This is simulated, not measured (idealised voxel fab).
Name of the process module below: voxel fin reveal
Section shown: cut. Width: 260 nm. Cell size: 5 nm, square.
Throughout this document, each cross-section is represented as a grid of square cells and is presented as a sequence of bands enumerated from the top downward, where a band comprises one or more rows of cells. What a band's entry tells you: where the top is and where the bottom is, as heights in nm, and after that what lies inside, material by material from left to right, each with its width in nm. Empty space is written as the word "empty", and a single material marked with the word "full width" occupies the band from edge to edge. Heights are measured from 0, the level below which the as-received wafer is all one material; the lowest band has no bottom and continues downward, written as in "top 0, no bottom". You'd read "30->40" like this: the band's top row of cells is as wide as the first number, its bottom row is as wide as the second, and going down, every row changes width by the same amount as the row before did. The cross-section has no changed cell in any step marked "no modification". The label "Enclosed cavity list" introduces a list of the empty spaces, 8 cells or larger, that have no open way up to the top; each entry in it reads width x height at distance, where the distance is taken from the left edge and all three are stated in nm. Read whatever lies past the settings on a step's line as the simulator's own remark about the step. "overlay nm" on a masked step: distance the mask lay right of its planned place, negative for left.

-- Planned step list for the process
1,RECEIVE (material Si)
2,CONFORMAL_DEP (material SiN; thk nm 5)
3,PATTERN (tone cover; mask id FINS; material resist; width nm 15; pitch nm 40; thk nm 20; overlay nm -15)
4,DIRECTIONAL_ETCH (etch materials SiN; depth nm 5)
5,DIRECTIONAL_ETCH (etch materials Si; depth nm 30)
6,STRIP (etch materials resist)
7,OXIDIZE (depth nm 5)
8,FILL_DEP (material SiO2; thk nm 15)
9,CMP (height nm 5)
10,SELECTIVE_ETCH (etch materials SiO2; depth nm 15)
11,STRIP (etch materials SiN)
12,CONFORMAL_DEP (material HfO2; thk nm 5)
Split variable: overlay nm, step 3. Plan value = first wafer. Wafers start alike.

-- As-received state after step 1, first of several wafers, cross-section
  top 0, no bottom | Si full width
  Enclosed cavity list: none

-- Cross-section of the first of several wafers once the module has run through its last step, step 12
  top 5, bottom 0 | 65 of empty  15 of HfO2  25 of empty  15 of HfO2  25 of empty  15 of HfO2  100 of empty
  top 0, bottom -5 | 65 of empty  5 of HfO2  5 of Si  5 of HfO2  25 of empty  5 of HfO2  5 of Si  5 of HfO2  25 of empty  5 of HfO2  5 of Si  5 of HfO2  100 of empty
  top -5, bottom -10 | 70 of HfO2  5 of Si  35 of HfO2  5 of Si  35 of HfO2  5 of Si  105 of HfO2
  top -10, bottom -35 | 70 of SiO2  5 of Si  35 of SiO2  5 of Si  35 of SiO2  5 of Si  105 of SiO2
  top -35, no bottom | Si full width
  Enclosed cavity list: none

-- Cross-sectional depiction of the last of several wafers upon completion of the module
  top 5, bottom 0 | 95 of empty  15 of HfO2  25 of empty  15 of HfO2  25 of empty  15 of HfO2  70 of empty
  top 0, bottom -5 | 95 of empty  5 of HfO2  5 of Si  5 of HfO2  25 of empty  5 of HfO2  5 of Si  5 of HfO2  25 of empty  5 of HfO2  5 of Si  5 of HfO2  70 of empty
  top -5, bottom -10 | 100 of HfO2  5 of Si  35 of HfO2  5 of Si  35 of HfO2  5 of Si  75 of HfO2
  top -10, bottom -35 | 100 of SiO2  5 of Si  35 of SiO2  5 of Si  35 of SiO2  5 of Si  75 of SiO2
  top -35, no bottom | Si full width
  Enclosed cavity list: none

-- Where each wafer stands at the end of the module, a row apiece: cells of each material gained (+) or lost (-) since it was received, then closed voids
overlay nm -15 | +64 HfO2 | -343 Si | +245 SiO2 | Enclosed cavity list: none
overlay nm -10 | +64 HfO2 | -343 Si | +245 SiO2 | Enclosed cavity list: none
overlay nm -5 | +64 HfO2 | -343 Si | +245 SiO2 | Enclosed cavity list: none
overlay nm 0 | +64 HfO2 | -343 Si | +245 SiO2 | Enclosed cavity list: none
overlay nm 5 | +64 HfO2 | -343 Si | +245 SiO2 | Enclosed cavity list: none
overlay nm 10 | +64 HfO2 | -343 Si | +245 SiO2 | Enclosed cavity list: none
overlay nm 15 | +64 HfO2 | -343 Si | +245 SiO2 | Enclosed cavity list: none
